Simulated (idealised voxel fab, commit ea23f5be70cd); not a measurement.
The name of this process module is voxel self aligned vias.
Section cut is 225 nm wide and gridded with 5 nm square cells.
Think of the cross-section as a grid of square cells. We describe it in bands, top to bottom, and each band covers one or more rows of those cells.
This entry defines a band. It first specifies the height of the band's top and the height of its bottom in nm, and then specifies the band's materials from left to right, stating each material with its width in nm. The word "edge to edge" identifies a single material that fills the band from edge to edge, while the word "empty" identifies empty space.
The reference from which all heights are counted is 0, the level beneath which the as-received wafer is entirely one material; the lowest band, having no lower bound, proceeds downward and is written after the example "0 -> down".
Width "30..40": first value at the band's top row of cells, second value at its bottom row, equal change from row to row.
The designation "no modification", where it is given for a processing step, indicates that no cell of the cross-section was altered in the course of that step.
The entry titled "Closed voids list" provides the empty spaces that have no open way to the top, restricted to those of 8 cells or more. Each is presented as width x height at distance, the distance being measured from the left edge, with all three in nm.
Note: text after step settings on the step line = simulator remark on that step.
"overlay nm" on a masked step: distance the mask lay right of its planned place, negative for left.

SO HERE'S THE LINEUP OF PROCESS STEPS WE PLANNED
1,RECEIVE | material Si
2,CONFORMAL_DEP | material SiO2 | thk nm 10
3,CONFORMAL_DEP | material SiCN | thk nm 5
4,DIRECTIONAL_DEP | material lowk | thk nm 20
5,PATTERN | tone open | mask id LINES | material resist | width nm 20 | pitch nm 60 | thk nm 15 | overlay nm 0
6,DIRECTIONAL_ETCH | etch materials lowk | depth nm 20
7,STRIP | etch materials resist
8,CONFORMAL_DEP | material TiN | thk nm 5
9,FILL_DEP | material W | thk nm 5
10,CMP | height nm 35
11,SELECTIVE_ETCH | etch materials W Ru TiN | depth nm 5
12,FILL_DEP | material SiN | thk nm 10
13,CMP | height nm 35
14,DIRECTIONAL_DEP | material lowk | thk nm 15
15,DIRECTIONAL_DEP | material aC | thk nm 15
16,PATTERN | tone open | mask id VIAS | material resist | width nm 40 | pitch nm 60 | thk nm 30 | overlay nm 0
17,DIRECTIONAL_ETCH | etch materials aC | depth nm 15
18,STRIP | etch materials resist
19,DIRECTIONAL_ETCH | etch materials lowk | depth nm 15
20,DIRECTIONAL_ETCH | etch materials SiN | depth nm 5
21,STRIP | etch materials aC
22,CONFORMAL_DEP | material TiN | thk nm 5
23,FILL_DEP | material Cu | thk nm 5
24,CMP | height nm 50
25,CONFORMAL_DEP | material SiN | thk nm 5

FIRST OF TWO WAFERS - AS PLANNED

INCOMING WAFER, CROSS-SECTIONAL VIEW, POST STEP 1
  0 -> down | Si edge to edge
  Closed voids list: none

CROSS-SECTIONAL REPRESENTATION OF THE WAFER AT THE CONCLUSION OF STEP 2
  10 -> 0 | SiO2 edge to edge
  Below 0, no change.

CROSS-SECTIONAL REPRESENTATION OF THE WAFER AT THE CONCLUSION OF STEP 3
  15 -> 10 | SiCN edge to edge
  Below 10, no change.

CROSS-SECTIONAL REPRESENTATION OF THE WAFER AT THE CONCLUSION OF STEP 4
  35 -> 15 | lowk edge to edge
  Below 15, no change.

CROSS-SECTIONAL REPRESENTATION OF THE WAFER AT THE CONCLUSION OF STEP 5
  50 -> 35 | 70 of resist, then 20 of empty, then 40 of resist, then 20 of empty, then 75 of resist
  Below 35, no change.

CROSS-SECTIONAL REPRESENTATION OF THE WAFER AT THE CONCLUSION OF STEP 6
  50 -> 35 | 70 of resist, then 20 of empty, then 40 of resist, then 20 of empty, then 75 of resist
  35 -> 15 | 70 of lowk, then 20 of empty, then 40 of lowk, then 20 of empty, then 75 of lowk
  Below 15, no change.

CROSS-SECTIONAL REPRESENTATION OF THE WAFER AT THE CONCLUSION OF STEP 7
  35 -> 15 | 70 of lowk, then 20 of empty, then 40 of lowk, then 20 of empty, then 75 of lowk
  Below 15, no change.

CROSS-SECTIONAL REPRESENTATION OF THE WAFER AT THE CONCLUSION OF STEP 8
  40 -> 35 | 75 of TiN, then 10 of empty, then 50 of TiN, then 10 of empty, then 80 of TiN
  35 -> 20 | 70 of lowk, then 5 of TiN, then 10 of empty, then 5 of TiN, then 40 of lowk, then 5 of TiN, then 10 of empty, then 5 of TiN, then 75 of lowk
  20 -> 15 | 70 of lowk, then 20 of TiN, then 40 of lowk, then 20 of TiN, then 75 of lowk
  Below 15, no change.

CROSS-SECTIONAL REPRESENTATION OF THE WAFER AT THE CONCLUSION OF STEP 9
  45 -> 40 | W edge to edge
  40 -> 35 | 75 of TiN, then 10 of W, then 50 of TiN, then 10 of W, then 80 of TiN
  35 -> 20 | 70 of lowk, then 5 of TiN, then 10 of W, then 5 of TiN, then 40 of lowk, then 5 of TiN, then 10 of W, then 5 of TiN, then 75 of lowk
  Below 20, no change.

CROSS-SECTIONAL REPRESENTATION OF THE WAFER AT THE CONCLUSION OF STEP 10
  35 -> 20 | 70 of lowk, then 5 of TiN, then 10 of W, then 5 of TiN, then 40 of lowk, then 5 of TiN, then 10 of W, then 5 of TiN, then 75 of lowk
  Below 20, no change.

CROSS-SECTIONAL REPRESENTATION OF THE WAFER AT THE CONCLUSION OF STEP 11
  35 -> 30 | 70 of lowk, then 20 of empty, then 40 of lowk, then 20 of empty, then 75 of lowk
  Below 30, no change.

CROSS-SECTIONAL REPRESENTATION OF THE WAFER AT THE CONCLUSION OF STEP 12
  45 -> 35 | SiN edge to edge
  35 -> 30 | 70 of lowk, then 20 of SiN, then 40 of lowk, then 20 of SiN, then 75 of lowk
  Below 30, no change.

CROSS-SECTIONAL REPRESENTATION OF THE WAFER AT THE CONCLUSION OF STEP 13
  35 -> 30 | 70 of lowk, then 20 of SiN, then 40 of lowk, then 20 of SiN, then 75 of lowk
  Below 30, no change.

CROSS-SECTIONAL REPRESENTATION OF THE WAFER AT THE CONCLUSION OF STEP 14
  50 -> 35 | lowk edge to edge
  Below 35, no change.

CROSS-SECTIONAL REPRESENTATION OF THE WAFER AT THE CONCLUSION OF STEP 15
  65 -> 50 | aC edge to edge
  Below 50, no change.

CROSS-SECTIONAL REPRESENTATION OF THE WAFER AT THE CONCLUSION OF STEP 16
  95 -> 65 | 60 of resist, then 40 of empty, then 20 of resist, then 40 of empty, then 65 of resist
  Below 65, no change.

CROSS-SECTIONAL REPRESENTATION OF THE WAFER AT THE CONCLUSION OF STEP 17
  80 -> 65 | 60 of resist, then 40 of empty, then 20 of resist, then 40 of empty, then 65 of resist
  65 -> 50 | 60 of aC, then 40 of empty, then 20 of aC, then 40 of empty, then 65 of aC
  Below 50, no change.

CROSS-SECTIONAL REPRESENTATION OF THE WAFER AT THE CONCLUSION OF STEP 18
  65 -> 50 | 60 of aC, then 40 of empty, then 20 of aC, then 40 of empty, then 65 of aC
  Below 50, no change.

CROSS-SECTIONAL REPRESENTATION OF THE WAFER AT THE CONCLUSION OF STEP 19
  65 -> 50 | 60 of aC, then 40 of empty, then 20 of aC, then 40 of empty, then 65 of aC
  50 -> 35 | 60 of lowk, then 40 of empty, then 20 of lowk, then 40 of empty, then 65 of lowk
  Below 35, no change.

CROSS-SECTIONAL REPRESENTATION OF THE WAFER AT THE CONCLUSION OF STEP 20
  65 -> 50 | 60 of aC, then 40 of empty, then 20 of aC, then 40 of empty, then 65 of aC
  50 -> 35 | 60 of lowk, then 40 of empty, then 20 of lowk, then 40 of empty, then 65 of lowk
  35 -> 30 | 70 of lowk, then 20 of empty, then 40 of lowk, then 20 of empty, then 75 of lowk
  Below 30, no change.

CROSS-SECTIONAL REPRESENTATION OF THE WAFER AT THE CONCLUSION OF STEP 21
  50 -> 35 | 60 of lowk, then 40 of empty, then 20 of lowk, then 40 of empty, then 65 of lowk
  Below 35, no change.

CROSS-SECTIONAL REPRESENTATION OF THE WAFER AT THE CONCLUSION OF STEP 22
  55 -> 50 | 65 of TiN, then 30 of empty, then 30 of TiN, then 30 of empty, then 70 of TiN
  50 -> 40 | 60 of lowk, then 5 of TiN, then 30 of empty, then 5 of TiN, then 20 of lowk, then 5 of TiN, then 30 of empty, then 5 of TiN, then 65 of lowk
  40 -> 35 | 60 of lowk, then 15 of TiN, then 10 of empty, then 15 of TiN, then 20 of lowk, then 15 of TiN, then 10 of empty, then 15 of TiN, then 65 of lowk
  35 -> 30 | 70 of lowk, then 20 of TiN, then 40 of lowk, then 20 of TiN, then 75 of lowk
  Below 30, no change.

CROSS-SECTIONAL REPRESENTATION OF THE WAFER AT THE CONCLUSION OF STEP 23
  60 -> 55 | Cu edge to edge
  55 -> 50 | 65 of TiN, then 30 of Cu, then 30 of TiN, then 30 of Cu, then 70 of TiN
  50 -> 40 | 60 of lowk, then 5 of TiN, then 30 of Cu, then 5 of TiN, then 20 of lowk, then 5 of TiN, then 30 of Cu, then 5 of TiN, then 65 of lowk
  40 -> 35 | 60 of lowk, then 15 of TiN, then 10 of Cu, then 15 of TiN, then 20 of lowk, then 15 of TiN, then 10 of Cu, then 15 of TiN, then 65 of lowk
  Below 35, no change.

CROSS-SECTIONAL REPRESENTATION OF THE WAFER AT THE CONCLUSION OF STEP 24
  50 -> 40 | 60 of lowk, then 5 of TiN, then 30 of Cu, then 5 of TiN, then 20 of lowk, then 5 of TiN, then 30 of Cu, then 5 of TiN, then 65 of lowk
  Below 40, no change.

CROSS-SECTIONAL REPRESENTATION OF THE WAFER AT THE CONCLUSION OF STEP 25
  55 -> 50 | SiN edge to edge
  Below 50, no change.

THE SECOND WAFER BEGAN EXACTLY AS THE FIRST DID AND FOLLOWED THE SAME PLAN, BUT ONE MISTAKE WAS MADE WHILE RUNNING IT; THROUGH STEP 4 INCLUSIVE, THE TWO WAFERS ARE IDENTICAL

CROSS-SECTION OF THE SECOND WAFER WHEN, ACCORDING TO PLAN, STEP 5 SHOULD HAVE FINISHED
  50 -> 35 | 70 of resist, then 25 of empty, then 35 of resist, then 25 of empty, then 70 of resist
  Below 35, no change.

CROSS-SECTION OF THE SECOND WAFER WHEN, ACCORDING TO PLAN, STEP 6 SHOULD HAVE FINISHED
  50 -> 35 | 70 of resist, then 25 of empty, then 35 of resist, then 25 of empty, then 70 of resist
  35 -> 15 | 70 of lowk, then 25 of empty, then 35 of lowk, then 25 of empty, then 70 of lowk
  Below 15, no change.

CROSS-SECTION OF THE SECOND WAFER WHEN, ACCORDING TO PLAN, STEP 7 SHOULD HAVE FINISHED
  35 -> 15 | 70 of lowk, then 25 of empty, then 35 of lowk, then 25 of empty, then 70 of lowk
  Below 15, no change.

CROSS-SECTION OF THE SECOND WAFER WHEN, ACCORDING TO PLAN, STEP 8 SHOULD HAVE FINISHED
  40 -> 35 | 75 of TiN, then 15 of empty, then 45 of TiN, then 15 of empty, then 75 of TiN
  35 -> 20 | 70 of lowk, then 5 of TiN, then 15 of empty, then 5 of TiN, then 35 of lowk, then 5 of TiN, then 15 of empty, then 5 of TiN, then 70 of lowk
  20 -> 15 | 70 of lowk, then 25 of TiN, then 35 of lowk, then 25 of TiN, then 70 of lowk
  Below 15, no change.

CROSS-SECTION OF THE SECOND WAFER WHEN, ACCORDING TO PLAN, STEP 9 SHOULD HAVE FINISHED
  45 -> 40 | W edge to edge
  40 -> 35 | 75 of TiN, then 15 of W, then 45 of TiN, then 15 of W, then 75 of TiN
  35 -> 20 | 70 of lowk, then 5 of TiN, then 15 of W, then 5 of TiN, then 35 of lowk, then 5 of TiN, then 15 of W, then 5 of TiN, then 70 of lowk
  Below 20, no change.

CROSS-SECTION OF THE SECOND WAFER WHEN, ACCORDING TO PLAN, STEP 10 SHOULD HAVE FINISHED
  35 -> 20 | 70 of lowk, then 5 of TiN, then 15 of W, then 5 of TiN, then 35 of lowk, then 5 of TiN, then 15 of W, then 5 of TiN, then 70 of lowk
  Below 20, no change.

CROSS-SECTION OF THE SECOND WAFER WHEN, ACCORDING TO PLAN, STEP 11 SHOULD HAVE FINISHED
  35 -> 30 | 70 of lowk, then 25 of empty, then 35 of lowk, then 25 of empty, then 70 of lowk
  Below 30, no change.

CROSS-SECTION OF THE SECOND WAFER WHEN, ACCORDING TO PLAN, STEP 12 SHOULD HAVE FINISHED
  45 -> 35 | SiN edge to edge
  35 -> 30 | 70 of lowk, then 25 of SiN, then 35 of lowk, then 25 of SiN, then 70 of lowk
  Below 30, no change.

CROSS-SECTION OF THE SECOND WAFER WHEN, ACCORDING TO PLAN, STEP 13 SHOULD HAVE FINISHED
  35 -> 30 | 70 of lowk, then 25 of SiN, then 35 of lowk, then 25 of SiN, then 70 of lowk
  Below 30, no change.

CROSS-SECTION OF THE SECOND WAFER WHEN, ACCORDING TO PLAN, STEP 14 SHOULD HAVE FINISHED
  50 -> 35 | lowk edge to edge
  Below 35, no change.

CROSS-SECTION OF THE SECOND WAFER WHEN, ACCORDING TO PLAN, STEP 15 SHOULD HAVE FINISHED
  65 -> 50 | aC edge to edge
  Below 50, no change.

CROSS-SECTION OF THE SECOND WAFER WHEN, ACCORDING TO PLAN, STEP 16 SHOULD HAVE FINISHED
  95 -> 65 | 60 of resist, then 40 of empty, then 20 of resist, then 40 of empty, then 65 of resist
  Below 65, no change.

CROSS-SECTION OF THE SECOND WAFER WHEN, ACCORDING TO PLAN, STEP 17 SHOULD HAVE FINISHED
  80 -> 65 | 60 of resist, then 40 of empty, then 20 of resist, then 40 of empty, then 65 of resist
  65 -> 50 | 60 of aC, then 40 of empty, then 20 of aC, then 40 of empty, then 65 of aC
  Below 50, no change.

CROSS-SECTION OF THE SECOND WAFER WHEN, ACCORDING TO PLAN, STEP 18 SHOULD HAVE FINISHED
  65 -> 50 | 60 of aC, then 40 of empty, then 20 of aC, then 40 of empty, then 65 of aC
  Below 50, no change.

CROSS-SECTION OF THE SECOND WAFER WHEN, ACCORDING TO PLAN, STEP 19 SHOULD HAVE FINISHED
  65 -> 50 | 60 of aC, then 40 of empty, then 20 of aC, then 40 of empty, then 65 of aC
  50 -> 35 | 60 of lowk, then 40 of empty, then 20 of lowk, then 40 of empty, then 65 of lowk
  Below 35, no change.

CROSS-SECTION OF THE SECOND WAFER WHEN, ACCORDING TO PLAN, STEP 20 SHOULD HAVE FINISHED
  65 -> 50 | 60 of aC, then 40 of empty, then 20 of aC, then 40 of empty, then 65 of aC
  50 -> 35 | 60 of lowk, then 40 of empty, then 20 of lowk, then 40 of empty, then 65 of lowk
  35 -> 30 | 70 of lowk, then 25 of empty, then 35 of lowk, then 25 of empty, then 70 of lowk
  Below 30, no change.

CROSS-SECTION OF THE SECOND WAFER WHEN, ACCORDING TO PLAN, STEP 21 SHOULD HAVE FINISHED
  50 -> 35 | 60 of lowk, then 40 of empty, then 20 of lowk, then 40 of empty, then 65 of lowk
  Below 35, no change.

CROSS-SECTION OF THE SECOND WAFER WHEN, ACCORDING TO PLAN, STEP 22 SHOULD HAVE FINISHED
  55 -> 50 | 65 of TiN, then 30 of empty, then 30 of TiN, then 30 of empty, then 70 of TiN
  50 -> 40 | 60 of lowk, then 5 of TiN, then 30 of empty, then 5 of TiN, then 20 of lowk, then 5 of TiN, then 30 of empty, then 5 of TiN, then 65 of lowk
  40 -> 35 | 60 of lowk, then 15 of TiN, then 15 of empty, then 10 of TiN, then 20 of lowk, then 15 of TiN, then 15 of empty, then 10 of TiN, then 65 of lowk
  35 -> 30 | 70 of lowk, then 25 of TiN, then 35 of lowk, then 25 of TiN, then 70 of lowk
  Below 30, no change.

CROSS-SECTION OF THE SECOND WAFER WHEN, ACCORDING TO PLAN, STEP 23 SHOULD HAVE FINISHED
  60 -> 55 | Cu edge to edge
  55 -> 50 | 65 of TiN, then 30 of Cu, then 30 of TiN, then 30 of Cu, then 70 of TiN
  50 -> 40 | 60 of lowk, then 5 of TiN, then 30 of Cu, then 5 of TiN, then 20 of lowk, then 5 of TiN, then 30 of Cu, then 5 of TiN, then 65 of lowk
  40 -> 35 | 60 of lowk, then 15 of TiN, then 15 of Cu, then 10 of TiN, then 20 of lowk, then 15 of TiN, then 15 of Cu, then 10 of TiN, then 65 of lowk
  Below 35, no change.

CROSS-SECTION OF THE SECOND WAFER WHEN, ACCORDING TO PLAN, STEP 24 SHOULD HAVE FINISHED
  50 -> 40 | 60 of lowk, then 5 of TiN, then 30 of Cu, then 5 of TiN, then 20 of lowk, then 5 of TiN, then 30 of Cu, then 5 of TiN, then 65 of lowk
  Below 40, no change.

CROSS-SECTION OF THE SECOND WAFER WHEN, ACCORDING TO PLAN, STEP 25 SHOULD HAVE FINISHED
  55 -> 50 | SiN edge to edge
  Below 50, no change.
Error vs. plan: step 5: run off-plan, actual operation and settings PATTERN | tone open | mask id LINES | material resist | width nm 25 | pitch nm 60 | thk nm 15 | overlay nm 0
Final comparison by cell count, materials where the second wafer has more or fewer than the first: 2 more of Cu | 2 more of TiN | 4 more of W | 8 fewer of lowk
